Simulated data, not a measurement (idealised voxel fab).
The document below concerns the process module designated voxel self aligned contacts.
It is cross-section cut that appears here, measuring 225 nm in width, its square cells being 5 nm in size.
Just so we're on the same page, the cross-sections are grids of square cells, and they're listed out in bands top to bottom, each band one or more rows deep.
Per band: top height and bottom height in nm, followed by the left-to-right materials and their widths in nm; "full width" marks a single material spanning edge to edge, "empty" marks empty space.
Height reference: 0 = level under which incoming wafer is all one material. Lowest band: no bottom, runs on downward, e.g. "top 0, no bottom".
The width entry "30..40" should be interpreted row by row: the top row of cells in the band takes the first number, the bottom row takes the second number, and the change between adjacent rows is uniform throughout.
You'll sometimes find "no modifications" written for a step, and that's the way of saying that nowhere in the cross-section did a cell change during that step.
"Tabulated closed voids" lists enclosed empty spaces (at least 8 cells, no open path upward to the top), each as width x height at distance from the left edge, in nm.
Where a step's line continues beyond its settings, the continuation is a remark by the simulator itself on that step.
For masked steps, "overlay nm" on the step line gives how far right of plan the mask actually lay; a minus sign means it lay to the left.
**The process steps that were planned are listed below**
- 1: RECEIVE [material Si]
- 2: CONFORMAL_DEP [material SiO2] [thk nm 5]
- 3: DIRECTIONAL_DEP [material polySi] [thk nm 25]
- 4: DIRECTIONAL_DEP [material SiN] [thk nm 20]
- 5: MASKED_ETCH [tone cover] [mask id GATE] [width nm 30] [pitch nm 70] [etch materials SiN] [depth nm 20] [overlay nm 0]
- 6: MASKED_ETCH [tone cover] [mask id GATE] [width nm 30] [pitch nm 70] [etch materials polySi] [depth nm 25] [overlay nm 0]
- 7: CONFORMAL_DEP [material SiN] [thk nm 10]
- 8: DIRECTIONAL_ETCH [etch materials SiN] [depth nm 10]
- 9: FILL_DEP [material SiO2] [thk nm 10]
- 10: CMP [height nm 55]
- 11: PATTERN [tone open] [mask id CONTACT] [material resist] [width nm 50] [thk nm 20] [overlay nm 0]
- 12: DIRECTIONAL_ETCH [etch materials SiO2] [depth nm 55]
- 13: STRIP [etch materials resist]
- 14: CONFORMAL_DEP [material TiN] [thk nm 5]
- 15: FILL_DEP [material Ru] [thk nm 10]
- 16: CMP [height nm 55]
- 17: CONFORMAL_DEP [material SiCN] [thk nm 5]
**Wafer as received: cross-section following step 1**
	top 0, no bottom = Si full width
	Tabulated closed voids: none
**Sectioned view, first of two wafers, at the close of the module, processed as intended in the plan**
	top 60, bottom 55 = SiCN full width
	top 55, bottom 50 = SiO2=85, then TiN=20, then Ru=10, then TiN=20, then SiO2=90
	top 50, bottom 30 = SiO2=50, then SiN=50, then TiN=5, then Ru=10, then TiN=5, then SiN=50, then SiO2=55
	top 30, bottom 5 = SiO2=50, then SiN=10, then polySi=30, then SiN=10, then TiN=5, then Ru=10, then TiN=5, then SiN=10, then polySi=30, then SiN=10, then SiO2=55
	top 5, bottom 0 = SiO2=100, then TiN=20, then SiO2=105
	top 0, no bottom = Si full width
	Tabulated closed voids: none
**Second wafer cross-section at end of module - shared start and plan with the first, one mistake in the run**
	top 60, bottom 55 = SiCN full width
	top 55, bottom 50 = SiO2=85, then TiN=20, then Ru=10, then TiN=20, then SiO2=90
	top 50, bottom 30 = SiO2=50, then SiN=50, then TiN=5, then Ru=10, then TiN=5, then SiN=50, then SiO2=55
	top 30, bottom 10 = SiO2=50, then SiN=10, then polySi=30, then SiN=10, then TiN=5, then Ru=10, then TiN=5, then SiN=10, then polySi=30, then SiN=10, then SiO2=55
	top 10, bottom 5 = SiO2=50, then SiN=10, then polySi=30, then SiN=10, then TiN=20, then SiN=10, then polySi=30, then SiN=10, then SiO2=55
	top 5, bottom 0 = SiN full width
	top 0, no bottom = Si full width
	Tabulated closed voids: none
Want to know what went wrong? for step 2, the planned setting was not used; the step was instead run as CONFORMAL_DEP [material SiN] [thk nm 5]
The second wafer ends with more or fewer cells of some materials than the first, per final count: 2 fewer of Ru, 45 more of SiN, 41 fewer of SiO2, 2 fewer of TiN
